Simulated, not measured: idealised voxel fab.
process module | voxel capacitor over wiring
cross-section cut | 235 nm wide | cells 5 nm
A cross-section is a grid of square cells, given in bands from the top down. A band is one or more rows of cells.
Each band's line starts with the height of the band's top and of its bottom, in nm. Then come its materials from left to right, each with its width in nm. One material with "throughout" fills the band from edge to edge. "air" is empty space.
Height 0 is the level under which the wafer as received is all one material. The lowest band goes on downwards, as in "0 down".
A width such as "30 to 40" changes by the same amount from each row of cells to the next, from the band's top row to its bottom row.
"no change" after a step means that no cell of the cross-section changed.
closed voids: empty space of 8 cells or more with no open way to the top, each as width x height at its distance from the left edge, in nm
after a step's settings: what the simulator itself notes on the step
overlay nm, on a step with a mask: how far to the right of its planned place the mask lay; to the left if negative
plan
1 op RECEIVE | material Si
2 op CONFORMAL_DEP | material SiO2 | thk nm 10
3 op DIRECTIONAL_DEP | material TiN | thk nm 5
4 op DIRECTIONAL_DEP | material Ru | thk nm 20
5 op MASKED_ETCH | tone cover | mask id METAL_1 | width nm 25 | pitch nm 75 | etch materials Ru | depth nm 20 | overlay nm 0
6 op MASKED_ETCH | tone cover | mask id METAL_1 | width nm 25 | pitch nm 75 | etch materials TiN | depth nm 5 | overlay nm 0
7 op FILL_DEP | material lowk | thk nm 5
8 op CMP | height nm 35
9 op CONFORMAL_DEP | material SiCN | thk nm 5
10 op DIRECTIONAL_DEP | material SiO2 | thk nm 10
11 op PATTERN | tone open | mask id PLUG_1 | material resist | width nm 15 | thk nm 20 | overlay nm 0
12 op DIRECTIONAL_ETCH | etch materials SiO2 | depth nm 10
13 op DIRECTIONAL_ETCH | etch materials SiCN | depth nm 5
14 op STRIP | etch materials resist
15 op CONFORMAL_DEP | material TiN | thk nm 5
16 op FILL_DEP | material Ru | thk nm 5
17 op CMP | height nm 50
18 op DIRECTIONAL_DEP | material TiN | thk nm 10
19 op DIRECTIONAL_DEP | material SiN | thk nm 5
20 op DIRECTIONAL_DEP | material TiN | thk nm 10
21 op MASKED_ETCH | tone cover | mask id UPPER_PLATE | width nm 55 | etch materials TiN | depth nm 10 | overlay nm 0
22 op MASKED_ETCH | tone cover | mask id UPPER_PLATE | width nm 55 | etch materials SiN | depth nm 5 | overlay nm 0
23 op PATTERN | tone cover | mask id LOWER_PLATE | material resist | width nm 65 | thk nm 20 | overlay nm 0
24 op DIRECTIONAL_ETCH | etch materials TiN | depth nm 10
25 op STRIP | etch materials resist
26 op FILL_DEP | material SiO2 | thk nm 15
27 op CMP | height nm 85
28 op PATTERN | tone open | mask id PLUG_2 | material resist | width nm 15 | thk nm 15 | overlay nm 0
29 op DIRECTIONAL_ETCH | etch materials SiO2 | depth nm 10
30 op STRIP | etch materials resist
31 op CONFORMAL_DEP | material TiN | thk nm 5
32 op FILL_DEP | material Ru | thk nm 5
33 op CMP | height nm 85
34 op CONFORMAL_DEP | material SiN | thk nm 5
as received, after step 1
  0 down: Si throughout
  closed voids: none
a wafer at the end: this start, this plan, one mistake
  90 to 85: SiN throughout
  85 to 80: SiO2 85 | TiN 5 | Ru 5 | TiN 5 | SiO2 135
  80 to 75: SiO2 85 | TiN 15 | SiO2 135
  75 to 65: SiO2 75 | TiN 55 | SiO2 105
  65 to 60: SiO2 75 | SiN 55 | SiO2 105
  60 to 50: SiO2 70 | TiN 65 | SiO2 100
  50 to 40: SiO2 85 | TiN 5 | Ru 5 | TiN 5 | SiO2 135
  40 to 35: SiCN 85 | TiN 15 | SiCN 135
  35 to 15: lowk 65 | Ru 25 | lowk 50 | Ru 25 | lowk 70
  15 to 10: lowk 65 | TiN 25 | lowk 50 | TiN 25 | lowk 70
  10 to 0: SiO2 throughout
  0 down: Si throughout
  closed voids: none
what went wrong: step 11 ran as: op PATTERN | tone open | mask id PLUG_1 | material resist | width nm 15 | thk nm 20 | overlay nm 10
